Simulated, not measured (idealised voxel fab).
process module | voxel wiring stack
cross-section cut | 275 nm wide | cells 5 nm
A cross-section is a grid of square cells, given in bands from the top down. A band is one or more rows of cells.
Each band's line starts with the height of the band's top and of its bottom, in nm. Then come its materials from left to right, each with its width in nm. One material with "throughout" fills the band from edge to edge. "air" is empty space.
Height 0 is the level under which the wafer as received is all one material. The lowest band goes on downwards, as in "0 down".
A width such as "30 to 40" changes by the same amount from each row of cells to the next, from the band's top row to its bottom row.
"no change" after a step means that no cell of the cross-section changed.
closed voids: empty space of 8 cells or more with no open way to the top, each as width x height at its distance from the left edge, in nm
after a step's settings: what the simulator itself notes on the step
overlay nm, on a step with a mask: how far to the right of its planned place the mask lay; to the left if negative
plan
1 op RECEIVE | material Si
2 op CONFORMAL_DEP | material SiO2 | thk nm 15
3 op CONFORMAL_DEP | material SiCN | thk nm 5
4 op DIRECTIONAL_DEP | material lowk | thk nm 20
5 op MASKED_ETCH | tone open | mask id METAL_1 | width nm 30 | pitch nm 55 | etch materials lowk | depth nm 20 | overlay nm 0
6 op MASKED_ETCH | tone open | mask id METAL_1 | width nm 30 | pitch nm 55 | etch materials SiCN | depth nm 5 | overlay nm 0
7 op CONFORMAL_DEP | material TiN | thk nm 5
8 op FILL_DEP | material Ru | thk nm 5
9 op CMP | height nm 40
10 op CONFORMAL_DEP | material SiCN | thk nm 5
11 op DIRECTIONAL_DEP | material lowk | thk nm 25
12 op DIRECTIONAL_DEP | material aC | thk nm 10
13 op PATTERN | tone open | mask id METAL_2 | material resist | width nm 30 | pitch nm 55 | thk nm 25 | overlay nm 0
14 op DIRECTIONAL_ETCH | etch materials aC | depth nm 10
15 op STRIP | etch materials resist
16 op DIRECTIONAL_ETCH | etch materials lowk | depth nm 15
17 op STRIP | etch materials aC
18 op DIRECTIONAL_DEP | material aC | thk nm 15
19 op PATTERN | tone open | mask id METAL_2_HOLES | material resist | width nm 15 | pitch nm 55 | thk nm 30 | overlay nm 0
20 op DIRECTIONAL_ETCH | etch materials aC | depth nm 15
21 op STRIP | etch materials resist
22 op DIRECTIONAL_ETCH | etch materials lowk | depth nm 10
23 op DIRECTIONAL_ETCH | etch materials SiCN | depth nm 5
24 op STRIP | etch materials aC
25 op CONFORMAL_DEP | material TiN | thk nm 5
26 op FILL_DEP | material Cu | thk nm 10
27 op CMP | height nm 70
28 op CONFORMAL_DEP | material SiCN | thk nm 5
as received, after step 1
  0 down: Si throughout
  closed voids: none
first wafer at the end, as planned
  75 to 70: SiCN throughout
  70 to 60: lowk 40 | TiN 5 | Cu 20 | TiN 5 | lowk 25 | TiN 5 | Cu 20 | TiN 5 | lowk 25 | TiN 5 | Cu 20 | TiN 5 | lowk 25 | TiN 5 | Cu 20 | TiN 5 | lowk 40
  60 to 55: lowk 40 | TiN 5 | Cu 5 | TiN 20 | lowk 25 | TiN 5 | Cu 5 | TiN 20 | lowk 25 | TiN 5 | Cu 5 | TiN 20 | lowk 25 | TiN 5 | Cu 5 | TiN 20 | lowk 40
  55 to 45: lowk 40 | TiN 5 | Cu 5 | TiN 5 | lowk 40 | TiN 5 | Cu 5 | TiN 5 | lowk 40 | TiN 5 | Cu 5 | TiN 5 | lowk 40 | TiN 5 | Cu 5 | TiN 5 | lowk 55
  45 to 40: SiCN 40 | TiN 15 | SiCN 40 | TiN 15 | SiCN 40 | TiN 15 | SiCN 40 | TiN 15 | SiCN 55
  40 to 20: lowk 40 | TiN 5 | Ru 20 | TiN 5 | lowk 25 | TiN 5 | Ru 20 | TiN 5 | lowk 25 | TiN 5 | Ru 20 | TiN 5 | lowk 25 | TiN 5 | Ru 20 | TiN 5 | lowk 40
  20 to 15: SiCN 40 | TiN 30 | SiCN 25 | TiN 30 | SiCN 25 | TiN 30 | SiCN 25 | TiN 30 | SiCN 40
  15 to 0: SiO2 throughout
  0 down: Si throughout
  closed voids: none
second wafer at the end: like start, like plan, one mistake
  75 to 70: SiCN throughout
  70 to 60: lowk 40 | TiN 5 to 10 | Cu 15 to 10 | TiN 5 | lowk 30 | TiN 5 to 10 | Cu 15 to 10 | TiN 5 | lowk 30 | TiN 5 to 10 | Cu 15 to 10 | TiN 5 | lowk 30 | TiN 5 to 10 | Cu 15 to 10 | TiN 5 | lowk 45
  60 to 55: lowk 45 | TiN 20 | lowk 35 | TiN 20 | lowk 35 | TiN 20 | lowk 35 | TiN 20 | lowk 45
  55 to 45: lowk 45 | TiN 10 | lowk 45 | TiN 10 | lowk 45 | TiN 10 | lowk 45 | TiN 10 | lowk 55
  45 to 40: SiCN 45 | TiN 10 | SiCN 45 | TiN 10 | SiCN 45 | TiN 10 | SiCN 45 | TiN 10 | SiCN 55
  40 to 20: lowk 40 | TiN 5 | Ru 20 | TiN 5 | lowk 25 | TiN 5 | Ru 20 | TiN 5 | lowk 25 | TiN 5 | Ru 20 | TiN 5 | lowk 25 | TiN 5 | Ru 20 | TiN 5 | lowk 40
  20 to 15: SiCN 40 | TiN 30 | SiCN 25 | TiN 30 | SiCN 25 | TiN 30 | SiCN 25 | TiN 30 | SiCN 40
  15 to 0: SiO2 throughout
  0 down: Si throughout
  closed voids: none
what went wrong: step 13 ran as: op PATTERN | tone open | mask id METAL_2 | material resist | width nm 20 | pitch nm 55 | thk nm 25 | overlay nm 0
at the end the second wafer has, in cells: 24 fewer of Cu | 4 more of SiCN | 4 fewer of TiN | 24 more of lowk
